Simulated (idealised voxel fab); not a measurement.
This section sets out a process module, namely voxel quadruple lines.
The width of the displayed cross-section, cut, is 140 nm; its cells are square, with a size of 5 nm.
Cross-sections here: square-cell grids, written as top-down lists of bands, a band being one or more rows of cells. Top height, bottom height, nm. Materials left to right, width each, nm. Single material + "edge to edge" = fills band edge to edge. "empty" = empty. Heads up on the height convention: 0 is the point under which the incoming wafer is all one material, and the lowest band has no bottom, it just keeps going down, like "0..down". Note: "30 to 40" means the width goes from the first number (top row of the band) to the second number (bottom row) in equal steps per row of cells. Basically "remains unaltered" means that step didn't change any cell in the cross-section. Each empty space that has no open way to the top and spans at least 8 cells appears under "Closed internal voids" as width x height at distance, the distance counted from the left edge, all in nm. If you see something after the settings on a step's line, that's the simulator's own remark about that step. "overlay nm" answers the question of how far to the right of plan the mask lay on a step that has a mask, and when it is negative the answer is to the left.
## Set out below are the planned steps of the process
1,op RECEIVE | material Si
2,op CONFORMAL_DEP | material SiO2 | thk nm 5
3,op DIRECTIONAL_DEP | material TiN | thk nm 10
4,op DIRECTIONAL_DEP | material polySi | thk nm 20
5,op DIRECTIONAL_DEP | material aC | thk nm 20
6,op PATTERN | tone cover | mask id MANDREL | material resist | width nm 15 | pitch nm 60 | thk nm 30 | overlay nm 0
7,op DIRECTIONAL_ETCH | etch materials aC | depth nm 20
8,op STRIP | etch materials resist
9,op CONFORMAL_DEP | material SiO2 | thk nm 10
10,op DIRECTIONAL_ETCH | etch materials SiO2 | depth nm 10
11,op STRIP | etch materials aC
12,op DIRECTIONAL_ETCH | etch materials polySi | depth nm 20
13,op STRIP | etch materials SiO2
14,op CONFORMAL_DEP | material SiCN | thk nm 5
15,op DIRECTIONAL_ETCH | etch materials SiCN | depth nm 5
16,op STRIP | etch materials polySi
17,op DIRECTIONAL_ETCH | etch materials TiN | depth nm 10
18,op STRIP | etch materials SiCN
19,op FILL_DEP | material lowk | thk nm 10
20,op CMP | height nm 15
The plan shows the width nm of step 6 as the first wafer had it; this setting differs between the wafers, which start out alike.
## Step 1 complete: as-received cross-section of the first of several wafers
> 0..down: Si edge to edge
> Closed internal voids: none
## End of the module, past its last step, step 20: how the first of several wafers looks in cross-section
> 15..5: lowk: 20; TiN: 5; lowk: 10; TiN: 5; lowk: 5; TiN: 5; lowk: 10; TiN: 5; lowk: 15; TiN: 5; lowk: 10; TiN: 5; lowk: 5; TiN: 5; lowk: 10; TiN: 5; lowk: 15
> 5..0: SiO2 edge to edge
> 0..down: Si edge to edge
> Closed internal voids: none
## The final wafer, sectioned at module end
> 15..5: lowk: 10; TiN: 5; lowk: 10; TiN: 5; lowk: 25; TiN: 5; lowk: 10; TiN: 5; lowk: 10; TiN: 5; lowk: 25; TiN: 5; lowk: 10; TiN: 5; lowk: 5
> 5..0: SiO2 edge to edge
> 0..down: Si edge to edge
> Closed internal voids: none
## So in this table every wafer gets its own row, and what you see is where it stands at the end of the module: for each material, how many cells it picked up (+) or gave up (-) since we received it, and after that its closed voids
width nm 15, +28 SiO2, +16 TiN, +40 lowk, Closed internal voids: none
width nm 20, +28 SiO2, +16 TiN, +40 lowk, Closed internal voids: none
width nm 25, +28 SiO2, +16 TiN, +40 lowk, Closed internal voids: none
width nm 30, +28 SiO2, +16 TiN, +40 lowk, Closed internal voids: none
width nm 35, +28 SiO2, +14 TiN, +42 lowk, Closed internal voids: none
